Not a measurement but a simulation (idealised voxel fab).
process module | voxel tone inversion
cross-section cut | 230 nm wide | cells 5 nm
A cross-section is a grid of square cells, given in bands from the top down. A band is one or more rows of cells.
Each band's line starts with the height of the band's top and of its bottom, in nm. Then come its materials from left to right, each with its width in nm. One material with "throughout" fills the band from edge to edge. "air" is empty space.
Height 0 is the level under which the wafer as received is all one material. The lowest band goes on downwards, as in "0 down".
A width such as "30 to 40" changes by the same amount from each row of cells to the next, from the band's top row to its bottom row.
"no change" after a step means that no cell of the cross-section changed.
closed voids: empty space of 8 cells or more with no open way to the top, each as width x height at its distance from the left edge, in nm
after a step's settings: what the simulator itself notes on the step
overlay nm, on a step with a mask: how far to the right of its planned place the mask lay; to the left if negative
plan
1 op RECEIVE | material Si
2 op CONFORMAL_DEP | material SiN | thk nm 10
3 op DIRECTIONAL_DEP | material polySi | thk nm 15
4 op PATTERN | tone cover | mask id POSTS | material resist | width nm 15 | pitch nm 30 | thk nm 25 | overlay nm 0
5 op DIRECTIONAL_ETCH | etch materials polySi | depth nm 15
6 op STRIP | etch materials resist
7 op FILL_DEP | material lowk | thk nm 10
8 op CMP | height nm 25
9 op STRIP | etch materials polySi
10 op CONFORMAL_DEP | material TiN | thk nm 5
11 op FILL_DEP | material W | thk nm 10
12 op CMP | height nm 25
13 op CONFORMAL_DEP | material SiCN | thk nm 5
as received, after step 1
  0 down: Si throughout
  closed voids: none
a wafer at the end: this start, this plan, one mistake
  45 to 40: SiCN throughout
  40 to 30: W throughout
  30 to 25: TiN 65 | W 5 | TiN 25 | W 5 | TiN 25 | W 5 | TiN 25 | W 5 | TiN 70
  25 to 15: lowk 60 | TiN 5 | W 5 | TiN 5 | lowk 15 | TiN 5 | W 5 | TiN 5 | lowk 15 | TiN 5 | W 5 | TiN 5 | lowk 15 | TiN 5 | W 5 | TiN 5 | lowk 65
  15 to 10: lowk 60 | TiN 15 | lowk 15 | TiN 15 | lowk 15 | TiN 15 | lowk 15 | TiN 15 | lowk 65
  10 to 0: SiN throughout
  0 down: Si throughout
  closed voids: none
what went wrong: step 12 was left out
